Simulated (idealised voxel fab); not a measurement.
Name of the process module below: voxel ribs on slabs
Pictured: cross-section cut, 185 nm wide, on a grid of 5 nm square cells.
Think of the cross-section as a grid of square cells. We describe it in bands, top to bottom, and each band covers one or more rows of those cells.
Per band: top height and bottom height in nm, followed by the left-to-right materials and their widths in nm; "all across" marks a single material spanning edge to edge, "empty" marks empty space.
Note: height 0 marks the level under which the wafer is uniformly one material as received. Lowest band unbounded below, written "0 nm and below".
So if you see something like "30..40" for the width, read it as the top row of the band sitting at the first number and the bottom row at the second, with every row in between moving by the same amount as the last.
"nothing got changed" -> step changed no cross-section cell.
Reported under the label "Enclosed voids" are the empty spaces having no open way to the top and comprising 8 cells or more; the notation for each is width x height at distance, in which the distance is measured from the left edge and all three values are in nm.
If you see something after the settings on a step's line, that's the simulator's own remark about that step.
Regarding "overlay nm": on a step with a mask, it is the distance the mask lay to the right of its planned place; a negative value places it to the left.
Planned process steps:
- 1: RECEIVE (material Si)
- 2: DIRECTIONAL_DEP (material SiO2; thk nm 30)
- 3: DIRECTIONAL_DEP (material polySi; thk nm 20)
- 4: PATTERN (tone cover; mask id RIB; material resist; width nm 25; thk nm 20; overlay nm 0)
- 5: DIRECTIONAL_ETCH (etch materials polySi; depth nm 15)
- 6: STRIP (etch materials resist)
- 7: PATTERN (tone cover; mask id SLAB; material resist; width nm 75; thk nm 20; overlay nm 0)
- 8: DIRECTIONAL_ETCH (etch materials polySi; depth nm 5)
- 9: STRIP (etch materials resist)
- 10: FILL_DEP (material SiO2; thk nm 30)
- 11: CMP (height nm 70)
- 12: DIRECTIONAL_DEP (material W; thk nm 10)
- 13: DIRECTIONAL_DEP (material aC; thk nm 10)
- 14: PATTERN (tone cover; mask id HEATER; material resist; width nm 35; thk nm 30; overlay nm 0)
- 15: DIRECTIONAL_ETCH (etch materials aC; depth nm 10)
- 16: STRIP (etch materials resist)
- 17: DIRECTIONAL_ETCH (etch materials W; depth nm 10)
- 18: STRIP (etch materials aC)
- 19: CONFORMAL_DEP (material SiN; thk nm 5)
Wafer cross-section on receipt, i.e. after step 1:
    0 nm and below | Si all across
    Enclosed voids: none
Module complete, cross-section. Starting point and plan per above. One mistake made in running the module:
    80 nm to 70 nm | 75 nm empty; 35 nm W; 75 nm empty
    70 nm to 50 nm | SiO2 all across
    50 nm to 35 nm | 80 nm SiO2; 25 nm polySi; 80 nm SiO2
    35 nm to 30 nm | 55 nm SiO2; 75 nm polySi; 55 nm SiO2
    30 nm to 0 nm | SiO2 all across
    0 nm and below | Si all across
    Enclosed voids: none
Short version of what went wrong: with respect to the plan, step 19 was omitted and not executed
